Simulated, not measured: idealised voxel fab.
process module | voxel tone inversion
cross-section cut | 270 nm wide | cells 5 nm
A cross-section is a grid of square cells, given in bands from the top down. A band is one or more rows of cells.
Each band's line starts with the height of the band's top and of its bottom, in nm. Then come its materials from left to right, each with its width in nm. One material with "throughout" fills the band from edge to edge. "air" is empty space.
Height 0 is the level under which the wafer as received is all one material. The lowest band goes on downwards, as in "0 down".
A width such as "30 to 40" changes by the same amount from each row of cells to the next, from the band's top row to its bottom row.
"no change" after a step means that no cell of the cross-section changed.
closed voids: empty space of 8 cells or more with no open way to the top, each as width x height at its distance from the left edge, in nm
after a step's settings: what the simulator itself notes on the step
overlay nm, on a step with a mask: how far to the right of its planned place the mask lay; to the left if negative
plan
1 op RECEIVE | material Si
2 op CONFORMAL_DEP | material SiCN | thk nm 5
3 op DIRECTIONAL_DEP | material aC | thk nm 20
4 op PATTERN | tone cover | mask id POSTS | material resist | width nm 20 | pitch nm 50 | thk nm 30 | overlay nm 0
5 op DIRECTIONAL_ETCH | etch materials aC | depth nm 20
6 op STRIP | etch materials resist
7 op FILL_DEP | material lowk | thk nm 5
8 op CMP | height nm 25
9 op STRIP | etch materials aC
10 op CONFORMAL_DEP | material TiN | thk nm 5
11 op FILL_DEP | material Ru | thk nm 5
12 op CMP | height nm 25
13 op CONFORMAL_DEP | material SiN | thk nm 5
first wafer, as planned
as received, after step 1
  0 down: Si throughout
  closed voids: none
after step 2
  5 to 0: SiCN throughout
  below 0: unchanged
after step 3
  25 to 5: aC throughout
  below 5: unchanged
after step 4
  55 to 25: air 100 | resist 20 | air 30 | resist 20 | air 100
  below 25: unchanged
after step 5
  35 to 25: air 100 | resist 20 | air 30 | resist 20 | air 100
  25 to 5: air 100 | aC 20 | air 30 | aC 20 | air 100
  below 5: unchanged
after step 6
  25 to 5: air 100 | aC 20 | air 30 | aC 20 | air 100
  below 5: unchanged
after step 7
  30 to 25: lowk throughout
  25 to 5: lowk 100 | aC 20 | lowk 30 | aC 20 | lowk 100
  below 5: unchanged
after step 8
  25 to 5: lowk 100 | aC 20 | lowk 30 | aC 20 | lowk 100
  below 5: unchanged
after step 9
  25 to 5: lowk 100 | air 20 | lowk 30 | air 20 | lowk 100
  below 5: unchanged
after step 10
  30 to 25: TiN 105 | air 10 | TiN 40 | air 10 | TiN 105
  25 to 10: lowk 100 | TiN 5 | air 10 | TiN 5 | lowk 30 | TiN 5 | air 10 | TiN 5 | lowk 100
  10 to 5: lowk 100 | TiN 20 | lowk 30 | TiN 20 | lowk 100
  below 5: unchanged
after step 11
  35 to 30: Ru throughout
  30 to 25: TiN 105 | Ru 10 | TiN 40 | Ru 10 | TiN 105
  25 to 10: lowk 100 | TiN 5 | Ru 10 | TiN 5 | lowk 30 | TiN 5 | Ru 10 | TiN 5 | lowk 100
  below 10: unchanged
after step 12
  25 to 10: lowk 100 | TiN 5 | Ru 10 | TiN 5 | lowk 30 | TiN 5 | Ru 10 | TiN 5 | lowk 100
  below 10: unchanged
after step 13
  30 to 25: SiN throughout
  below 25: unchanged
second wafer: like start, like plan, one mistake. Through step 5 it matches the first wafer
when step 6 should have ended
  25 to 5: air 100 | aC 20 | air 30 | aC 20 | air 100
  below 5: unchanged
when step 7 should have ended
  30 to 25: lowk throughout
  25 to 5: lowk 100 | aC 20 | lowk 30 | aC 20 | lowk 100
  below 5: unchanged
when step 8 should have ended
  25 to 5: lowk 100 | aC 20 | lowk 30 | aC 20 | lowk 100
  below 5: unchanged
when step 9 should have ended
  25 to 5: lowk 100 | air 20 | lowk 30 | air 20 | lowk 100
  below 5: unchanged
when step 10 should have ended
  30 to 25: TiN 105 | air 10 | TiN 40 | air 10 | TiN 105
  25 to 10: lowk 100 | TiN 5 | air 10 | TiN 5 | lowk 30 | TiN 5 | air 10 | TiN 5 | lowk 100
  10 to 5: lowk 100 | TiN 20 | lowk 30 | TiN 20 | lowk 100
  below 5: unchanged
when step 11 should have ended
  35 to 30: Ru throughout
  30 to 25: TiN 105 | Ru 10 | TiN 40 | Ru 10 | TiN 105
  25 to 10: lowk 100 | TiN 5 | Ru 10 | TiN 5 | lowk 30 | TiN 5 | Ru 10 | TiN 5 | lowk 100
  below 10: unchanged
when step 12 should have ended
  25 to 10: lowk 100 | TiN 5 | Ru 10 | TiN 5 | lowk 30 | TiN 5 | Ru 10 | TiN 5 | lowk 100
  below 10: unchanged
when step 13 should have ended
  30 to 25: SiN throughout
  below 25: unchanged
what went wrong: step 6 was run twice
at the end the two cross-sections are the same: no effect in what this model computes
